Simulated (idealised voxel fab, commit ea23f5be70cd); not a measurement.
process module | voxel transistor to metal
cross-section cut | 185 nm wide | cells 5 nm
A cross-section is a grid of square cells, given in bands from the top down. A band is one or more rows of cells.
Each band's line starts with the height of the band's top and of its bottom, in nm. Then come its materials from left to right, each with its width in nm. One material with "throughout" fills the band from edge to edge. "air" is empty space.
Height 0 is the level under which the wafer as received is all one material. The lowest band goes on downwards, as in "0 down".
A width such as "30 to 40" changes by the same amount from each row of cells to the next, from the band's top row to its bottom row.
"no change" after a step means that no cell of the cross-section changed.
closed voids: empty space of 8 cells or more with no open way to the top, each as width x height at its distance from the left edge, in nm
after a step's settings: what the simulator itself notes on the step
overlay nm, on a step with a mask: how far to the right of its planned place the mask lay; to the left if negative
plan
1 op RECEIVE | material Si
2 op CONFORMAL_DEP | material SiO2 | thk nm 5
3 op CONFORMAL_DEP | material SiN | thk nm 15
4 op DIRECTIONAL_DEP | material aC | thk nm 10
5 op PATTERN | tone cover | mask id ACTIVE | material resist | width nm 105 | thk nm 25 | overlay nm 0
6 op DIRECTIONAL_ETCH | etch materials aC | depth nm 10
7 op STRIP | etch materials resist
8 op DIRECTIONAL_ETCH | etch materials SiN | depth nm 15
9 op DIRECTIONAL_ETCH | etch materials SiO2 | depth nm 5
10 op DIRECTIONAL_ETCH | etch materials Si | depth nm 35
11 op STRIP | etch materials aC
12 op OXIDIZE | depth nm 5
13 op FILL_DEP | material SiO2 | thk nm 5
14 op CMP | height nm 20
15 op SELECTIVE_ETCH | etch materials SiO2 | depth nm 10
16 op STRIP | etch materials SiN
17 op SELECTIVE_ETCH | etch materials SiO2 | depth nm 5
18 op OXIDIZE | depth nm 5
19 op DIRECTIONAL_DEP | material polySi | thk nm 25
20 op DIRECTIONAL_DEP | material SiCN | thk nm 10
21 op DIRECTIONAL_DEP | material aC | thk nm 15
22 op PATTERN | tone cover | mask id GATE | material resist | width nm 35 | thk nm 35 | overlay nm 0
23 op DIRECTIONAL_ETCH | etch materials aC | depth nm 15
24 op STRIP | etch materials resist
25 op DIRECTIONAL_ETCH | etch materials SiCN | depth nm 20
26 op DIRECTIONAL_ETCH | etch materials polySi | depth nm 35
27 op STRIP | etch materials aC
28 op CONFORMAL_DEP | material SiN | thk nm 10
29 op DIRECTIONAL_ETCH | etch materials SiN | depth nm 10
30 op DIRECTIONAL_ETCH | etch materials SiO2 | depth nm 5
31 op DIRECTIONAL_ETCH | etch materials Si | depth nm 5
32 op EPI | material SiGe | thk nm 10
33 op FILL_DEP | material SiO2 | thk nm 5
34 op CMP | height nm 25
35 op STRIP | etch materials polySi
36 op SELECTIVE_ETCH | etch materials SiO2 | depth nm 5
37 op CONFORMAL_DEP | material HfO2 | thk nm 5
38 op CONFORMAL_DEP | material TiN | thk nm 5
39 op FILL_DEP | material W | thk nm 5
40 op CMP | height nm 20
41 op DIRECTIONAL_DEP | material SiO2 | thk nm 10
42 op DIRECTIONAL_DEP | material aC | thk nm 15
43 op PATTERN | tone open | mask id CONTACT | material resist | width nm 15 | pitch nm 80 | thk nm 30 | overlay nm 0
44 op DIRECTIONAL_ETCH | etch materials aC | depth nm 15
45 op STRIP | etch materials resist
46 op DIRECTIONAL_ETCH | etch materials SiO2 | depth nm 30
47 op STRIP | etch materials aC
48 op CONFORMAL_DEP | material TiN | thk nm 5
49 op FILL_DEP | material Ru | thk nm 5
50 op CMP | height nm 30
51 op DIRECTIONAL_DEP | material TiN | thk nm 5
52 op DIRECTIONAL_DEP | material W | thk nm 20
53 op PATTERN | tone cover | mask id METAL_1 | material resist | width nm 15 | pitch nm 80 | thk nm 15 | overlay nm 0
54 op DIRECTIONAL_ETCH | etch materials W | depth nm 20
55 op DIRECTIONAL_ETCH | etch materials TiN | depth nm 5
56 op STRIP | etch materials resist
57 op FILL_DEP | material SiO2 | thk nm 10
58 op CMP | height nm 55
59 op CONFORMAL_DEP | material SiCN | thk nm 5
60 op DIRECTIONAL_DEP | material lowk | thk nm 30
61 op MASKED_ETCH | tone open | mask id METAL_2 | width nm 15 | pitch nm 80 | etch materials lowk | depth nm 20 | overlay nm 0
62 op MASKED_ETCH | tone open | mask id METAL_2_HOLES | width nm 15 | pitch nm 80 | etch materials lowk | depth nm 10 | overlay nm 0
63 op MASKED_ETCH | tone open | mask id METAL_2_HOLES | width nm 15 | pitch nm 80 | etch materials SiCN | depth nm 5 | overlay nm 0
64 op CONFORMAL_DEP | material TiN | thk nm 5
65 op FILL_DEP | material Cu | thk nm 10
66 op CMP | height nm 90
67 op CONFORMAL_DEP | material SiN | thk nm 5
first wafer, as planned
as received, after step 1
  0 down: Si throughout
  closed voids: none
after step 2
  5 to 0: SiO2 throughout
  below 0: unchanged
after step 3
  20 to 5: SiN throughout
  below 5: unchanged
after step 4
  30 to 20: aC throughout
  below 20: unchanged
after step 5
  55 to 30: air 40 | resist 105 | air 40
  below 30: unchanged
after step 6
  45 to 30: air 40 | resist 105 | air 40
  30 to 20: air 40 | aC 105 | air 40
  below 20: unchanged
after step 7
  30 to 20: air 40 | aC 105 | air 40
  below 20: unchanged
after step 8
  30 to 20: air 40 | aC 105 | air 40
  20 to 5: air 40 | SiN 105 | air 40
  below 5: unchanged
after step 9
  30 to 20: air 40 | aC 105 | air 40
  20 to 5: air 40 | SiN 105 | air 40
  5 to 0: air 40 | SiO2 105 | air 40
  below 0: unchanged
after step 10
  30 to 20: air 40 | aC 105 | air 40
  20 to 5: air 40 | SiN 105 | air 40
  5 to 0: air 40 | SiO2 105 | air 40
  0 to -35: air 40 | Si 105 | air 40
  below -35: unchanged
after step 11
  20 to 5: air 40 | SiN 105 | air 40
  below 5: unchanged
after step 12
  20 to 5: air 40 | SiN 105 | air 40
  5 to 0: air 40 | SiO2 105 | air 40
  0 to -35: air 40 | SiO2 5 | Si 95 | SiO2 5 | air 40
  -35 to -40: SiO2 45 | Si 95 | SiO2 45
  below -40: unchanged
after step 13
  25 to 20: SiO2 throughout
  20 to 5: SiO2 40 | SiN 105 | SiO2 40
  5 to 0: SiO2 throughout
  0 to -40: SiO2 45 | Si 95 | SiO2 45
  below -40: unchanged
after step 14
  20 to 5: SiO2 40 | SiN 105 | SiO2 40
  below 5: unchanged
after step 15
  20 to 10: air 40 | SiN 105 | air 40
  below 10: unchanged
after step 16
  10 to 5: SiO2 40 | air 105 | SiO2 40
  below 5: unchanged
after step 17
  5 to 0: SiO2 35 | air 115 | SiO2 35
  below 0: unchanged
after step 18
  5 to 0: SiO2 35 | air 115 | SiO2 35
  0 to -5: SiO2 throughout
  below -5: unchanged
after step 19
  30 to 25: polySi 35 | air 115 | polySi 35
  25 to 5: polySi throughout
  5 to 0: SiO2 35 | polySi 115 | SiO2 35
  below 0: unchanged
after step 20
  40 to 35: SiCN 35 | air 115 | SiCN 35
  35 to 30: SiCN throughout
  30 to 25: polySi 35 | SiCN 115 | polySi 35
  below 25: unchanged
after step 21
  55 to 50: aC 35 | air 115 | aC 35
  50 to 40: aC throughout
  40 to 35: SiCN 35 | aC 115 | SiCN 35
  below 35: unchanged
after step 22
  90 to 55: air 75 | resist 35 | air 75
  55 to 50: aC 35 | air 40 | resist 35 | air 40 | aC 35
  below 50: unchanged
after step 23
  75 to 50: air 75 | resist 35 | air 75
  50 to 40: air 75 | aC 35 | air 75
  40 to 35: SiCN 35 | air 40 | aC 35 | air 40 | SiCN 35
  below 35: unchanged
after step 24
  50 to 40: air 75 | aC 35 | air 75
  below 40: unchanged
after step 25
  50 to 35: air 75 | aC 35 | air 75
  35 to 30: air 75 | SiCN 35 | air 75
  30 to 25: polySi 35 | air 40 | SiCN 35 | air 40 | polySi 35
  below 25: unchanged
after step 26
  50 to 35: air 75 | aC 35 | air 75
  35 to 25: air 75 | SiCN 35 | air 75
  25 to 5: air 75 | polySi 35 | air 75
  5 to 0: SiO2 35 | air 40 | polySi 35 | air 40 | SiO2 35
  below 0: unchanged
after step 27
  35 to 25: air 75 | SiCN 35 | air 75
  below 25: unchanged
after step 28
  45 to 35: air 65 | SiN 55 | air 65
  35 to 25: air 65 | SiN 10 | SiCN 35 | SiN 10 | air 65
  25 to 15: air 65 | SiN 10 | polySi 35 | SiN 10 | air 65
  15 to 10: SiN 45 | air 20 | SiN 10 | polySi 35 | SiN 10 | air 20 | SiN 45
  10 to 5: SiN 75 | polySi 35 | SiN 75
  5 to 0: SiO2 35 | SiN 40 | polySi 35 | SiN 40 | SiO2 35
  below 0: unchanged
after step 29
  35 to 25: air 65 | SiN 10 | SiCN 35 | SiN 10 | air 65
  25 to 5: air 65 | SiN 10 | polySi 35 | SiN 10 | air 65
  5 to 0: SiO2 35 | SiN 10 | air 20 | SiN 10 | polySi 35 | SiN 10 | air 20 | SiN 10 | SiO2 35
  below 0: unchanged
after step 30
  35 to 25: air 65 | SiN 10 | SiCN 35 | SiN 10 | air 65
  25 to 5: air 65 | SiN 10 | polySi 35 | SiN 10 | air 65
  5 to 0: air 35 | SiN 10 | air 20 | SiN 10 | polySi 35 | SiN 10 | air 20 | SiN 10 | air 35
  0 to -5: SiO2 45 | air 20 | SiO2 55 | air 20 | SiO2 45
  below -5: unchanged
after step 31
  35 to 25: air 65 | SiN 10 | SiCN 35 | SiN 10 | air 65
  25 to 5: air 65 | SiN 10 | polySi 35 | SiN 10 | air 65
  5 to 0: air 35 | SiN 10 | air 20 | SiN 10 | polySi 35 | SiN 10 | air 20 | SiN 10 | air 35
  0 to -5: SiO2 45 | air 20 | SiO2 55 | air 20 | SiO2 45
  -5 to -10: SiO2 45 | air 20 | Si 55 | air 20 | SiO2 45
  below -10: unchanged
after step 32
  35 to 25: air 65 | SiN 10 | SiCN 35 | SiN 10 | air 65
  25 to 5: air 65 | SiN 10 | polySi 35 | SiN 10 | air 65
  5 to 0: air 35 | SiN 10 | air 10 | SiGe 10 | SiN 10 | polySi 35 | SiN 10 | SiGe 10 | air 10 | SiN 10 | air 35
  0 to -5: SiO2 45 | SiGe 20 | SiO2 55 | SiGe 20 | SiO2 45
  -5 to -10: SiO2 45 | SiGe 20 | Si 55 | SiGe 20 | SiO2 45
  below -10: unchanged
after step 33
  40 to 35: SiO2 throughout
  35 to 25: SiO2 65 | SiN 10 | SiCN 35 | SiN 10 | SiO2 65
  25 to 5: SiO2 65 | SiN 10 | polySi 35 | SiN 10 | SiO2 65
  5 to 0: SiO2 35 | SiN 10 | SiO2 10 | SiGe 10 | SiN 10 | polySi 35 | SiN 10 | SiGe 10 | SiO2 10 | SiN 10 | SiO2 35
  below 0: unchanged
after step 34
  25 to 5: SiO2 65 | SiN 10 | polySi 35 | SiN 10 | SiO2 65
  below 5: unchanged
after step 35
  25 to 5: SiO2 65 | SiN 10 | air 35 | SiN 10 | SiO2 65
  5 to 0: SiO2 35 | SiN 10 | SiO2 10 | SiGe 10 | SiN 10 | air 35 | SiN 10 | SiGe 10 | SiO2 10 | SiN 10 | SiO2 35
  below 0: unchanged
after step 36
  25 to 20: air 65 | SiN 10 | air 35 | SiN 10 | air 65
  20 to 5: SiO2 65 | SiN 10 | air 35 | SiN 10 | SiO2 65
  5 to 0: SiO2 35 | SiN 10 | SiO2 10 | SiGe 10 | SiN 10 | air 35 | SiN 10 | SiGe 10 | SiO2 10 | SiN 10 | SiO2 35
  0 to -5: SiO2 45 | SiGe 20 | SiO2 5 | air 45 | SiO2 5 | SiGe 20 | SiO2 45
  below -5: unchanged
after step 37
  30 to 25: air 60 | HfO2 20 | air 25 | HfO2 20 | air 60
  25 to 20: HfO2 65 | SiN 10 | HfO2 5 | air 25 | HfO2 5 | SiN 10 | HfO2 65
  20 to 5: SiO2 65 | SiN 10 | HfO2 5 | air 25 | HfO2 5 | SiN 10 | SiO2 65
  5 to 0: SiO2 35 | SiN 10 | SiO2 10 | SiGe 10 | SiN 10 | HfO2 5 | air 25 | HfO2 5 | SiN 10 | SiGe 10 | SiO2 10 | SiN 10 | SiO2 35
  0 to -5: SiO2 45 | SiGe 20 | SiO2 5 | HfO2 45 | SiO2 5 | SiGe 20 | SiO2 45
  below -5: unchanged
after step 38
  35 to 30: air 55 | TiN 30 | air 15 | TiN 30 | air 55
  30 to 25: TiN 60 | HfO2 20 | TiN 5 | air 15 | TiN 5 | HfO2 20 | TiN 60
  25 to 20: HfO2 65 | SiN 10 | HfO2 5 | TiN 5 | air 15 | TiN 5 | HfO2 5 | SiN 10 | HfO2 65
  20 to 5: SiO2 65 | SiN 10 | HfO2 5 | TiN 5 | air 15 | TiN 5 | HfO2 5 | SiN 10 | SiO2 65
  5 to 0: SiO2 35 | SiN 10 | SiO2 10 | SiGe 10 | SiN 10 | HfO2 5 | TiN 25 | HfO2 5 | SiN 10 | SiGe 10 | SiO2 10 | SiN 10 | SiO2 35
  below 0: unchanged
after step 39
  40 to 35: W throughout
  35 to 30: W 55 | TiN 30 | W 15 | TiN 30 | W 55
  30 to 25: TiN 60 | HfO2 20 | TiN 5 | W 15 | TiN 5 | HfO2 20 | TiN 60
  25 to 20: HfO2 65 | SiN 10 | HfO2 5 | TiN 5 | W 15 | TiN 5 | HfO2 5 | SiN 10 | HfO2 65
  20 to 5: SiO2 65 | SiN 10 | HfO2 5 | TiN 5 | W 15 | TiN 5 | HfO2 5 | SiN 10 | SiO2 65
  below 5: unchanged
after step 40
  20 to 5: SiO2 65 | SiN 10 | HfO2 5 | TiN 5 | W 15 | TiN 5 | HfO2 5 | SiN 10 | SiO2 65
  below 5: unchanged
after step 41
  30 to 20: SiO2 throughout
  below 20: unchanged
after step 42
  45 to 30: aC throughout
  below 30: unchanged
after step 43
  75 to 45: resist 45 | air 15 | resist 65 | air 15 | resist 45
  below 45: unchanged
after step 44
  60 to 45: resist 45 | air 15 | resist 65 | air 15 | resist 45
  45 to 30: aC 45 | air 15 | aC 65 | air 15 | aC 45
  below 30: unchanged
after step 45
  45 to 30: aC 45 | air 15 | aC 65 | air 15 | aC 45
  below 30: unchanged
after step 46
  45 to 30: aC 45 | air 15 | aC 65 | air 15 | aC 45
  30 to 20: SiO2 45 | air 15 | SiO2 65 | air 15 | SiO2 45
  20 to 5: SiO2 45 | air 15 | SiO2 5 | SiN 10 | HfO2 5 | TiN 5 | W 15 | TiN 5 | HfO2 5 | SiN 10 | SiO2 5 | air 15 | SiO2 45
  5 to 0: SiO2 35 | SiN 10 | air 10 | SiGe 10 | SiN 10 | HfO2 5 | TiN 25 | HfO2 5 | SiN 10 | SiGe 10 | air 10 | SiN 10 | SiO2 35
  below 0: unchanged
after step 47
  30 to 20: SiO2 45 | air 15 | SiO2 65 | air 15 | SiO2 45
  below 20: unchanged
after step 48
  35 to 30: TiN 50 | air 5 | TiN 75 | air 5 | TiN 50
  30 to 20: SiO2 45 | TiN 5 | air 5 | TiN 5 | SiO2 65 | TiN 5 | air 5 | TiN 5 | SiO2 45
  20 to 10: SiO2 45 | TiN 5 | air 5 | TiN 5 | SiO2 5 | SiN 10 | HfO2 5 | TiN 5 | W 15 | TiN 5 | HfO2 5 | SiN 10 | SiO2 5 | TiN 5 | air 5 | TiN 5 | SiO2 45
  10 to 5: SiO2 45 | TiN 15 | SiO2 5 | SiN 10 | HfO2 5 | TiN 5 | W 15 | TiN 5 | HfO2 5 | SiN 10 | SiO2 5 | TiN 15 | SiO2 45
  5 to 0: SiO2 35 | SiN 10 | TiN 10 | SiGe 10 | SiN 10 | HfO2 5 | TiN 25 | HfO2 5 | SiN 10 | SiGe 10 | TiN 10 | SiN 10 | SiO2 35
  below 0: unchanged
after step 49
  40 to 35: Ru throughout
  35 to 30: TiN 50 | Ru 5 | TiN 75 | Ru 5 | TiN 50
  30 to 20: SiO2 45 | TiN 5 | Ru 5 | TiN 5 | SiO2 65 | TiN 5 | Ru 5 | TiN 5 | SiO2 45
  20 to 10: SiO2 45 | TiN 5 | Ru 5 | TiN 5 | SiO2 5 | SiN 10 | HfO2 5 | TiN 5 | W 15 | TiN 5 | HfO2 5 | SiN 10 | SiO2 5 | TiN 5 | Ru 5 | TiN 5 | SiO2 45
  below 10: unchanged
after step 50
  30 to 20: SiO2 45 | TiN 5 | Ru 5 | TiN 5 | SiO2 65 | TiN 5 | Ru 5 | TiN 5 | SiO2 45
  below 20: unchanged
after step 51
  35 to 30: TiN throughout
  below 30: unchanged
after step 52
  55 to 35: W throughout
  below 35: unchanged
after step 53
  70 to 55: air 45 | resist 15 | air 65 | resist 15 | air 45
  below 55: unchanged
after step 54
  70 to 55: air 45 | resist 15 | air 65 | resist 15 | air 45
  55 to 35: air 45 | W 15 | air 65 | W 15 | air 45
  below 35: unchanged
after step 55
  70 to 55: air 45 | resist 15 | air 65 | resist 15 | air 45
  55 to 35: air 45 | W 15 | air 65 | W 15 | air 45
  35 to 30: air 45 | TiN 15 | air 65 | TiN 15 | air 45
  below 30: unchanged
after step 56
  55 to 35: air 45 | W 15 | air 65 | W 15 | air 45
  below 35: unchanged
after step 57
  65 to 55: SiO2 throughout
  55 to 35: SiO2 45 | W 15 | SiO2 65 | W 15 | SiO2 45
  35 to 30: SiO2 45 | TiN 15 | SiO2 65 | TiN 15 | SiO2 45
  below 30: unchanged
after step 58
  55 to 35: SiO2 45 | W 15 | SiO2 65 | W 15 | SiO2 45
  below 35: unchanged
after step 59
  60 to 55: SiCN throughout
  below 55: unchanged
after step 60
  90 to 60: lowk throughout
  below 60: unchanged
after step 61
  90 to 70: lowk 45 | air 15 | lowk 65 | air 15 | lowk 45
  below 70: unchanged
after step 62
  90 to 60: lowk 45 | air 15 | lowk 65 | air 15 | lowk 45
  below 60: unchanged
after step 63
  90 to 60: lowk 45 | air 15 | lowk 65 | air 15 | lowk 45
  60 to 55: SiCN 45 | air 15 | SiCN 65 | air 15 | SiCN 45
  below 55: unchanged
after step 64
  95 to 90: TiN 50 | air 5 | TiN 75 | air 5 | TiN 50
  90 to 60: lowk 45 | TiN 5 | air 5 | TiN 5 | lowk 65 | TiN 5 | air 5 | TiN 5 | lowk 45
  60 to 55: SiCN 45 | TiN 15 | SiCN 65 | TiN 15 | SiCN 45
  below 55: unchanged
after step 65
  105 to 95: Cu throughout
  95 to 90: TiN 50 | Cu 5 | TiN 75 | Cu 5 | TiN 50
  90 to 60: lowk 45 | TiN 5 | Cu 5 | TiN 5 | lowk 65 | TiN 5 | Cu 5 | TiN 5 | lowk 45
  below 60: unchanged
after step 66
  90 to 60: lowk 45 | TiN 5 | Cu 5 | TiN 5 | lowk 65 | TiN 5 | Cu 5 | TiN 5 | lowk 45
  below 60: unchanged
after step 67
  95 to 90: SiN throughout
  below 90: unchanged
second wafer: like start, like plan, one mistake. Through step 59 it matches the first wafer
when step 60 should have ended
  120 to 60: lowk throughout
  below 60: unchanged
when step 61 should have ended
  120 to 100: lowk 45 | air 15 | lowk 65 | air 15 | lowk 45
  below 100: unchanged
when step 62 should have ended
  120 to 90: lowk 45 | air 15 | lowk 65 | air 15 | lowk 45
  below 90: unchanged
when step 63 should have ended: no change
when step 64 should have ended
  125 to 120: TiN 50 | air 5 | TiN 75 | air 5 | TiN 50
  120 to 95: lowk 45 | TiN 5 | air 5 | TiN 5 | lowk 65 | TiN 5 | air 5 | TiN 5 | lowk 45
  95 to 90: lowk 45 | TiN 15 | lowk 65 | TiN 15 | lowk 45
  below 90: unchanged
when step 65 should have ended
  135 to 125: Cu throughout
  125 to 120: TiN 50 | Cu 5 | TiN 75 | Cu 5 | TiN 50
  120 to 95: lowk 45 | TiN 5 | Cu 5 | TiN 5 | lowk 65 | TiN 5 | Cu 5 | TiN 5 | lowk 45
  below 95: unchanged
when step 66 should have ended
  90 to 60: lowk throughout
  below 60: unchanged
when step 67 should have ended
  95 to 90: SiN throughout
  below 90: unchanged
what went wrong: step 60 was run twice
at the end the second wafer has, in cells: 12 fewer of Cu | 6 more of SiCN | 30 fewer of TiN | 36 more of lowk
